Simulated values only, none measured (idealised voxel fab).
Process module, titled voxel self aligned contacts
Displayed cross-section: cut, width of 240 nm, square cells sized 5 nm.
Reading order for cross-sections: top band down to bottom band. Underlying form: a grid of square cells. Band size: one or more rows of cells.
Each band's line starts with the height of the band's top and of its bottom, in nm. Then come its materials from left to right, each with its width in nm. One material with "throughout" fills the band from edge to edge. "empty" is empty space.
A quick word on heights: they are counted from 0, and under that level the wafer as it came to us is one material throughout. The lowest band is different from the rest in having no bottom; it simply continues downward, written as in "z 0 and below".
Quick explanation for "30 to 40": the width changes in equal steps down the rows of cells, from the first number in the band's top row to the second number in its bottom row.
For the purposes of this document, the phrase "changes: none" attached to a step denotes that no cell within the cross-section was modified by that step.
In "Closed cavities" the enclosed voids are listed, meaning empty spaces of 8 cells or larger without any opening to the top. The form is width x height at distance, distance from the left edge, units nm.
Anything after a step's settings on that line? It's the simulator's own note about the step.
If you see "overlay nm" on a step's line and that step has a mask, it's telling you how far right of where it was planned the mask ended up; a negative number means it went left instead.

## Process steps (planned)
1: RECEIVE with material Si
2: OXIDIZE with depth nm 5
3: DIRECTIONAL_DEP with material polySi, thk nm 30
4: DIRECTIONAL_DEP with material SiN, thk nm 20
5: PATTERN with tone cover, mask id GATE, material resist, width nm 35, pitch nm 70, thk nm 15, overlay nm 0
6: DIRECTIONAL_ETCH with etch materials SiN, depth nm 20
7: DIRECTIONAL_ETCH with etch materials polySi, depth nm 30
8: STRIP with etch materials resist
9: CONFORMAL_DEP with material SiN, thk nm 10
10: DIRECTIONAL_ETCH with etch materials SiN, depth nm 10
11: FILL_DEP with material SiO2, thk nm 15
12: CMP with height nm 60
13: DIRECTIONAL_DEP with material aC, thk nm 10
14: PATTERN with tone open, mask id CONTACT, material resist, width nm 55, pitch nm 70, thk nm 30, overlay nm 0
15: DIRECTIONAL_ETCH with etch materials aC, depth nm 10
16: STRIP with etch materials resist
17: DIRECTIONAL_ETCH with etch materials SiO2, depth nm 65
18: STRIP with etch materials aC
19: CONFORMAL_DEP with material TiN, thk nm 5
20: FILL_DEP with material W, thk nm 5
21: CMP with height nm 60
22: CONFORMAL_DEP with material SiCN, thk nm 5

## Cross-section of the wafer as it came to us, i.e., already through step 1
> z 0 and below: Si throughout
> Closed cavities: none

## First wafer of two, sectioned at end of module; run went per plan
> z 65 to 60: SiCN throughout
> z 60 to 50: SiO2 55 nm / TiN 5 to 25 nm / W 45 to 5 nm / TiN 5 to 25 nm / SiO2 15 nm / TiN 5 to 25 nm / W 45 to 5 nm / TiN 5 to 25 nm / SiO2 60 nm
> z 50 to 30: SiO2 20 nm / SiN 55 nm / TiN 5 nm / W 5 nm / TiN 5 nm / SiN 55 nm / TiN 5 nm / W 5 nm / TiN 5 nm / SiN 55 nm / SiO2 25 nm
> z 30 to 0: SiO2 20 nm / SiN 10 nm / polySi 35 nm / SiN 10 nm / TiN 5 nm / W 5 nm / TiN 5 nm / SiN 10 nm / polySi 35 nm / SiN 10 nm / TiN 5 nm / W 5 nm / TiN 5 nm / SiN 10 nm / polySi 35 nm / SiN 10 nm / SiO2 25 nm
> z 0 to -5: SiO2 75 nm / TiN 15 nm / SiO2 55 nm / TiN 15 nm / SiO2 80 nm
> z -5 and below: Si throughout
> Closed cavities: none

## Cross-sectional image of the second wafer of the two following completion of the module. Starting state and process plan were the same as for the first wafer; one execution error occurred
> z 65 to 60: SiCN throughout
> z 60 to 50: SiO2 55 nm / TiN 5 to 25 nm / polySi 45 to 5 nm / TiN 5 to 25 nm / SiO2 15 nm / TiN 5 to 25 nm / polySi 45 to 5 nm / TiN 5 to 25 nm / SiO2 60 nm
> z 50 to 30: SiO2 20 nm / SiN 55 nm / TiN 5 nm / polySi 5 nm / TiN 5 nm / SiN 55 nm / TiN 5 nm / polySi 5 nm / TiN 5 nm / SiN 55 nm / SiO2 25 nm
> z 30 to 0: SiO2 20 nm / SiN 10 nm / polySi 35 nm / SiN 10 nm / TiN 5 nm / polySi 5 nm / TiN 5 nm / SiN 10 nm / polySi 35 nm / SiN 10 nm / TiN 5 nm / polySi 5 nm / TiN 5 nm / SiN 10 nm / polySi 35 nm / SiN 10 nm / SiO2 25 nm
> z 0 to -5: SiO2 75 nm / TiN 15 nm / SiO2 55 nm / TiN 15 nm / SiO2 80 nm
> z -5 and below: Si throughout
> Closed cavities: none
Short version of what went wrong: step 20: run off-plan, actual operation and settings FILL_DEP with material polySi, thk nm 5
Final difference in cells, second wafer against first, listed per material as more or fewer: 40 fewer of W; 40 more of polySi
